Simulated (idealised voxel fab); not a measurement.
Herein follows the process module entitled voxel gate over fins.
FYI the section here is cut, 255 nm wide, cells are 5 nm squares.
Just so we're on the same page, the cross-sections are grids of square cells, and they're listed out in bands top to bottom, each band one or more rows deep.
This entry defines a band. It first specifies the height of the band's top and the height of its bottom in nm, and then specifies the band's materials from left to right, stating each material with its width in nm. The word "everywhere" identifies a single material that fills the band from edge to edge, while the word "empty" identifies empty space.
Beneath 0, the wafer as received is one material, and that level is where height counting begins. The lowest band goes on downward without a bottom; it is written like "0 nm and below".
The two numbers in a width such as "30..40" mark its ends across the band: the first belongs to the top row of cells, the second to the bottom row, and from each row to the next the width moves by the same amount.
"left unchanged" -> step changed no cross-section cell.
"Unvented internal voids" enumerates empty spaces isolated from the top, with no open way to it, that contain at least 8 cells, giving each as width x height at distance from the left edge, all three in nm.
What comes after the settings on a step's line is commentary from the simulator itself on that step.
overlay nm: for a step with a mask, the amount by which the mask lay right of where it was planned; a negative amount means left of it.
This section lists the process steps that were planned:
- 1: RECEIVE with material Si
- 2: CONFORMAL_DEP with material SiN, thk nm 10
- 3: PATTERN with tone cover, mask id FINS, material resist, width nm 15, pitch nm 35, thk nm 15, overlay nm 0
- 4: DIRECTIONAL_ETCH with etch materials SiN, depth nm 10
- 5: DIRECTIONAL_ETCH with etch materials Si, depth nm 30
- 6: STRIP with etch materials resist
- 7: OXIDIZE with depth nm 5
- 8: FILL_DEP with material SiO2, thk nm 10
- 9: CMP with height nm 10
- 10: SELECTIVE_ETCH with etch materials SiO2, depth nm 20
- 11: STRIP with etch materials SiN
- 12: CONFORMAL_DEP with material HfO2, thk nm 5
- 13: CONFORMAL_DEP with material TiN, thk nm 5
- 14: FILL_DEP with material W, thk nm 10
- 15: CMP with height nm 15
- 16: CONFORMAL_DEP with material SiCN, thk nm 5
The first of a set of two wafers, run to plan:
As-received state of the wafer in cross-section, equivalent to post-step 1:
> 0 nm and below | Si everywhere
> Unvented internal voids: none
Step 2 done - wafer cross-section:
> 10 nm to 0 nm | SiN everywhere
> Everything below 0 is unchanged.
Step 3 done - wafer cross-section:
> 25 nm to 10 nm | 85 empty; 15 resist; 20 empty; 15 resist; 20 empty; 15 resist; 85 empty
> Everything below 10 is unchanged.
Step 4 done - wafer cross-section:
> 25 nm to 10 nm | 85 empty; 15 resist; 20 empty; 15 resist; 20 empty; 15 resist; 85 empty
> 10 nm to 0 nm | 85 empty; 15 SiN; 20 empty; 15 SiN; 20 empty; 15 SiN; 85 empty
> Everything below 0 is unchanged.
Step 5 done - wafer cross-section:
> 25 nm to 10 nm | 85 empty; 15 resist; 20 empty; 15 resist; 20 empty; 15 resist; 85 empty
> 10 nm to 0 nm | 85 empty; 15 SiN; 20 empty; 15 SiN; 20 empty; 15 SiN; 85 empty
> 0 nm to -30 nm | 85 empty; 15 Si; 20 empty; 15 Si; 20 empty; 15 Si; 85 empty
> Everything below -30 is unchanged.
Step 6 done - wafer cross-section:
> 10 nm to 0 nm | 85 empty; 15 SiN; 20 empty; 15 SiN; 20 empty; 15 SiN; 85 empty
> Everything below 0 is unchanged.
Step 7 done - wafer cross-section:
> 10 nm to 0 nm | 85 empty; 15 SiN; 20 empty; 15 SiN; 20 empty; 15 SiN; 85 empty
> 0 nm to -30 nm | 85 empty; 5 SiO2; 5 Si; 5 SiO2; 20 empty; 5 SiO2; 5 Si; 5 SiO2; 20 empty; 5 SiO2; 5 Si; 5 SiO2; 85 empty
> -30 nm to -35 nm | 90 SiO2; 5 Si; 30 SiO2; 5 Si; 30 SiO2; 5 Si; 90 SiO2
> Everything below -35 is unchanged.
Step 8 done - wafer cross-section:
> 20 nm to 10 nm | SiO2 everywhere
> 10 nm to 0 nm | 85 SiO2; 15 SiN; 20 SiO2; 15 SiN; 20 SiO2; 15 SiN; 85 SiO2
> 0 nm to -35 nm | 90 SiO2; 5 Si; 30 SiO2; 5 Si; 30 SiO2; 5 Si; 90 SiO2
> Everything below -35 is unchanged.
Step 9 done - wafer cross-section:
> 10 nm to 0 nm | 85 SiO2; 15 SiN; 20 SiO2; 15 SiN; 20 SiO2; 15 SiN; 85 SiO2
> Everything below 0 is unchanged.
Step 10 done - wafer cross-section:
> 10 nm to 0 nm | 85 empty; 15 SiN; 20 empty; 15 SiN; 20 empty; 15 SiN; 85 empty
> 0 nm to -10 nm | 90 empty; 5 Si; 30 empty; 5 Si; 30 empty; 5 Si; 90 empty
> Everything below -10 is unchanged.
Step 11 done - wafer cross-section:
> 0 nm to -10 nm | 90 empty; 5 Si; 30 empty; 5 Si; 30 empty; 5 Si; 90 empty
> Everything below -10 is unchanged.
Step 12 done - wafer cross-section:
> 5 nm to 0 nm | 85 empty; 15 HfO2; 20 empty; 15 HfO2; 20 empty; 15 HfO2; 85 empty
> 0 nm to -5 nm | 85 empty; 5 HfO2; 5 Si; 5 HfO2; 20 empty; 5 HfO2; 5 Si; 5 HfO2; 20 empty; 5 HfO2; 5 Si; 5 HfO2; 85 empty
> -5 nm to -10 nm | 90 HfO2; 5 Si; 30 HfO2; 5 Si; 30 HfO2; 5 Si; 90 HfO2
> Everything below -10 is unchanged.
Step 13 done - wafer cross-section:
> 10 nm to 5 nm | 80 empty; 25 TiN; 10 empty; 25 TiN; 10 empty; 25 TiN; 80 empty
> 5 nm to 0 nm | 80 empty; 5 TiN; 15 HfO2; 5 TiN; 10 empty; 5 TiN; 15 HfO2; 5 TiN; 10 empty; 5 TiN; 15 HfO2; 5 TiN; 80 empty
> 0 nm to -5 nm | 85 TiN; 5 HfO2; 5 Si; 5 HfO2; 20 TiN; 5 HfO2; 5 Si; 5 HfO2; 20 TiN; 5 HfO2; 5 Si; 5 HfO2; 85 TiN
> Everything below -5 is unchanged.
Step 14 done - wafer cross-section:
> 20 nm to 10 nm | W everywhere
> 10 nm to 5 nm | 80 W; 25 TiN; 10 W; 25 TiN; 10 W; 25 TiN; 80 W
> 5 nm to 0 nm | 80 W; 5 TiN; 15 HfO2; 5 TiN; 10 W; 5 TiN; 15 HfO2; 5 TiN; 10 W; 5 TiN; 15 HfO2; 5 TiN; 80 W
> Everything below 0 is unchanged.
Step 15 done - wafer cross-section:
> 15 nm to 10 nm | W everywhere
> Everything below 10 is unchanged.
Step 16 done - wafer cross-section:
> 20 nm to 15 nm | SiCN everywhere
> Everything below 15 is unchanged.
For the second wafer, take the first wafer's start and plan, then add one mistake made in running it; everything through step 9, that step included, is shared with the first:
Second wafer, sectioned view, at step 10's planned end time:
> 10 nm to 0 nm | 85 empty; 15 SiN; 20 empty; 15 SiN; 20 empty; 15 SiN; 85 empty
> 0 nm to -30 nm | 90 empty; 5 Si; 30 empty; 5 Si; 30 empty; 5 Si; 90 empty
> Everything below -30 is unchanged.
Second wafer, sectioned view, at step 11's planned end time:
> 0 nm to -30 nm | 90 empty; 5 Si; 30 empty; 5 Si; 30 empty; 5 Si; 90 empty
> Everything below -30 is unchanged.
Second wafer, sectioned view, at step 12's planned end time:
> 5 nm to 0 nm | 85 empty; 15 HfO2; 20 empty; 15 HfO2; 20 empty; 15 HfO2; 85 empty
> 0 nm to -25 nm | 85 empty; 5 HfO2; 5 Si; 5 HfO2; 20 empty; 5 HfO2; 5 Si; 5 HfO2; 20 empty; 5 HfO2; 5 Si; 5 HfO2; 85 empty
> -25 nm to -30 nm | 90 HfO2; 5 Si; 30 HfO2; 5 Si; 30 HfO2; 5 Si; 90 HfO2
> Everything below -30 is unchanged.
Second wafer, sectioned view, at step 13's planned end time:
> 10 nm to 5 nm | 80 empty; 25 TiN; 10 empty; 25 TiN; 10 empty; 25 TiN; 80 empty
> 5 nm to 0 nm | 80 empty; 5 TiN; 15 HfO2; 5 TiN; 10 empty; 5 TiN; 15 HfO2; 5 TiN; 10 empty; 5 TiN; 15 HfO2; 5 TiN; 80 empty
> 0 nm to -20 nm | 80 empty; 5 TiN; 5 HfO2; 5 Si; 5 HfO2; 5 TiN; 10 empty; 5 TiN; 5 HfO2; 5 Si; 5 HfO2; 5 TiN; 10 empty; 5 TiN; 5 HfO2; 5 Si; 5 HfO2; 5 TiN; 80 empty
> -20 nm to -25 nm | 85 TiN; 5 HfO2; 5 Si; 5 HfO2; 20 TiN; 5 HfO2; 5 Si; 5 HfO2; 20 TiN; 5 HfO2; 5 Si; 5 HfO2; 85 TiN
> Everything below -25 is unchanged.
Second wafer, sectioned view, at step 14's planned end time:
> 20 nm to 10 nm | W everywhere
> 10 nm to 5 nm | 80 W; 25 TiN; 10 W; 25 TiN; 10 W; 25 TiN; 80 W
> 5 nm to 0 nm | 80 W; 5 TiN; 15 HfO2; 5 TiN; 10 W; 5 TiN; 15 HfO2; 5 TiN; 10 W; 5 TiN; 15 HfO2; 5 TiN; 80 W
> 0 nm to -20 nm | 80 W; 5 TiN; 5 HfO2; 5 Si; 5 HfO2; 5 TiN; 10 W; 5 TiN; 5 HfO2; 5 Si; 5 HfO2; 5 TiN; 10 W; 5 TiN; 5 HfO2; 5 Si; 5 HfO2; 5 TiN; 80 W
> Everything below -20 is unchanged.
Second wafer, sectioned view, at step 15's planned end time:
> 15 nm to 10 nm | W everywhere
> Everything below 10 is unchanged.
Second wafer, sectioned view, at step 16's planned end time:
> 20 nm to 15 nm | SiCN everywhere
> Everything below 15 is unchanged.
Which mistake was made when the wafer was run? in the plan, step 10 was performed twice
Final difference in cells, second wafer against first, listed per material as more or fewer: HfO2 +24 | SiO2 -192 | TiN +24 | W +144
